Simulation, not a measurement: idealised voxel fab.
process module | voxel trench capacitor
cross-section cut | 205 nm wide | cells 5 nm
A cross-section is a grid of square cells, given in bands from the top down. A band is one or more rows of cells.
Each band's line starts with the height of the band's top and of its bottom, in nm. Then come its materials from left to right, each with its width in nm. One material with "throughout" fills the band from edge to edge. "air" is empty space.
Height 0 is the level under which the wafer as received is all one material. The lowest band goes on downwards, as in "0 down".
A width such as "30 to 40" changes by the same amount from each row of cells to the next, from the band's top row to its bottom row.
"no change" after a step means that no cell of the cross-section changed.
closed voids: empty space of 8 cells or more with no open way to the top, each as width x height at its distance from the left edge, in nm
after a step's settings: what the simulator itself notes on the step
overlay nm, on a step with a mask: how far to the right of its planned place the mask lay; to the left if negative
plan
1 op RECEIVE | material Si
2 op CONFORMAL_DEP | material SiN | thk nm 5
3 op DIRECTIONAL_DEP | material aC | thk nm 10
4 op PATTERN | tone open | mask id TRENCH | material resist | width nm 20 | pitch nm 50 | thk nm 30 | overlay nm 0
5 op DIRECTIONAL_ETCH | etch materials aC | depth nm 10
6 op STRIP | etch materials resist
7 op DIRECTIONAL_ETCH | etch materials SiN | depth nm 5
8 op DIRECTIONAL_ETCH | etch materials Si | depth nm 25
9 op STRIP | etch materials aC
10 op CONFORMAL_DEP | material Al2O3 | thk nm 5
11 op FILL_DEP | material polySi | thk nm 5
12 op CMP | height nm 5
as received, after step 1
  0 down: Si throughout
  closed voids: none
first wafer at the end, as planned
  5 to 0: SiN 65 | Al2O3 5 | polySi 10 | Al2O3 5 | SiN 30 | Al2O3 5 | polySi 10 | Al2O3 5 | SiN 70
  0 to -20: Si 65 | Al2O3 5 | polySi 10 | Al2O3 5 | Si 30 | Al2O3 5 | polySi 10 | Al2O3 5 | Si 70
  -20 to -25: Si 65 | Al2O3 20 | Si 30 | Al2O3 20 | Si 70
  -25 down: Si throughout
  closed voids: none
second wafer at the end: like start, like plan, one mistake
  5 to 0: polySi 65 | Al2O3 5 | polySi 10 | Al2O3 5 | polySi 30 | Al2O3 5 | polySi 10 | Al2O3 5 | polySi 70
  0 to -15: Si 65 | Al2O3 5 | polySi 10 | Al2O3 5 | Si 30 | Al2O3 5 | polySi 10 | Al2O3 5 | Si 70
  -15 to -20: Si 65 | Al2O3 20 | Si 30 | Al2O3 20 | Si 70
  -20 down: Si throughout
  closed voids: none
what went wrong: step 2 ran as: op CONFORMAL_DEP | material polySi | thk nm 5
at the end the second wafer has, in cells: 4 fewer of Al2O3 | 8 more of Si | 33 fewer of SiN | 29 more of polySi
